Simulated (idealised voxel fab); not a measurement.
You're looking at the process module voxel trench capacitor.
This is section cut - it's 260 nm across, gridded in 5 nm square cells.
A cross-section is written here as square cells arranged in a grid, and it is given in bands from the top down, each band taking up one or more rows of cells.
Heads up on the band format: heights come first, top then bottom, in nm. After that it's the materials left to right, each with its width in nm. A single material flagged "all across" fills the whole band edge to edge, and "empty" means there's empty space there.
A quick word on heights: they are counted from 0, and under that level the wafer as it came to us is one material throughout. The lowest band is different from the rest in having no bottom; it simply continues downward, written as in "0..down".
A two-number width, for instance "30 to 40", indicates that the width is equal to the first number in the top row of the band and to the second number in the bottom row, and that it changes by a constant amount per row of cells.
The designation "stayed the same", where it is given for a processing step, indicates that no cell of the cross-section was altered in the course of that step.
You'll see "Tabulated closed voids" listing empty spaces that have no way open to the top, as long as they're 8 cells or more; the notation is width x height at distance, where the distance is from the left edge, and all of it is in nm.
Read whatever lies past the settings on a step's line as the simulator's own remark about the step.
overlay nm: right-of-plan distance of the mask on a masked step; negative values mean left-of-plan.

# Planned step list for the process
1 RECEIVE [material Si]
2 CONFORMAL_DEP [material SiN] [thk nm 10]
3 PATTERN [tone open] [mask id TRENCH] [material resist] [width nm 25] [pitch nm 45] [thk nm 15] [overlay nm 0]
4 DIRECTIONAL_ETCH [etch materials SiN] [depth nm 10]
5 DIRECTIONAL_ETCH [etch materials Si] [depth nm 40]
6 STRIP [etch materials resist]
7 CONFORMAL_DEP [material Al2O3] [thk nm 5]
8 CONFORMAL_DEP [material TiN] [thk nm 5]
9 FILL_DEP [material W] [thk nm 5]
10 CMP [height nm 10]

# Shown in cross-section is the wafer as received, that is, as it stands after step 1
- 0..down = Si all across
- Tabulated closed voids: none

# The first of the two wafers as seen in cross-section once the module was finished; processing followed the plan
- 10..0 = SiN=50, then Al2O3=5, then TiN=5, then W=5, then TiN=5, then Al2O3=5, then SiN=20, then Al2O3=5, then TiN=5, then W=5, then TiN=5, then Al2O3=5, then SiN=20, then Al2O3=5, then TiN=5, then W=5, then TiN=5, then Al2O3=5, then SiN=20, then Al2O3=5, then TiN=5, then W=5, then TiN=5, then Al2O3=5, then SiN=50
- 0..-30 = Si=50, then Al2O3=5, then TiN=5, then W=5, then TiN=5, then Al2O3=5, then Si=20, then Al2O3=5, then TiN=5, then W=5, then TiN=5, then Al2O3=5, then Si=20, then Al2O3=5, then TiN=5, then W=5, then TiN=5, then Al2O3=5, then Si=20, then Al2O3=5, then TiN=5, then W=5, then TiN=5, then Al2O3=5, then Si=50
- -30..-35 = Si=50, then Al2O3=5, then TiN=15, then Al2O3=5, then Si=20, then Al2O3=5, then TiN=15, then Al2O3=5, then Si=20, then Al2O3=5, then TiN=15, then Al2O3=5, then Si=20, then Al2O3=5, then TiN=15, then Al2O3=5, then Si=50
- -35..-40 = Si=50, then Al2O3=25, then Si=20, then Al2O3=25, then Si=20, then Al2O3=25, then Si=20, then Al2O3=25, then Si=50
- -40..down = Si all across
- Tabulated closed voids: none

# Cross-section at end of module for the second wafer of two, which matched the first in starting point and plan and differed by one mistake in its processing
- 25..20 = W all across
- 20..15 = TiN=60, then W=5, then TiN=40, then W=5, then TiN=40, then W=5, then TiN=40, then W=5, then TiN=60
- 15..10 = Al2O3=55, then TiN=5, then W=5, then TiN=5, then Al2O3=30, then TiN=5, then W=5, then TiN=5, then Al2O3=30, then TiN=5, then W=5, then TiN=5, then Al2O3=30, then TiN=5, then W=5, then TiN=5, then Al2O3=55
- 10..0 = SiN=50, then Al2O3=5, then TiN=5, then W=5, then TiN=5, then Al2O3=5, then SiN=20, then Al2O3=5, then TiN=5, then W=5, then TiN=5, then Al2O3=5, then SiN=20, then Al2O3=5, then TiN=5, then W=5, then TiN=5, then Al2O3=5, then SiN=20, then Al2O3=5, then TiN=5, then W=5, then TiN=5, then Al2O3=5, then SiN=50
- 0..-30 = Si=50, then Al2O3=5, then TiN=5, then W=5, then TiN=5, then Al2O3=5, then Si=20, then Al2O3=5, then TiN=5, then W=5, then TiN=5, then Al2O3=5, then Si=20, then Al2O3=5, then TiN=5, then W=5, then TiN=5, then Al2O3=5, then Si=20, then Al2O3=5, then TiN=5, then W=5, then TiN=5, then Al2O3=5, then Si=50
- -30..-35 = Si=50, then Al2O3=5, then TiN=15, then Al2O3=5, then Si=20, then Al2O3=5, then TiN=15, then Al2O3=5, then Si=20, then Al2O3=5, then TiN=15, then Al2O3=5, then Si=20, then Al2O3=5, then TiN=15, then Al2O3=5, then Si=50
- -35..-40 = Si=50, then Al2O3=25, then Si=20, then Al2O3=25, then Si=20, then Al2O3=25, then Si=20, then Al2O3=25, then Si=50
- -40..down = Si all across
- Tabulated closed voids: none
What was the processing mistake? with respect to the plan, step 10 was omitted and not executed
Cell-count delta at end, second wafer over first, by material: Al2O3 +40; TiN +56; W +60
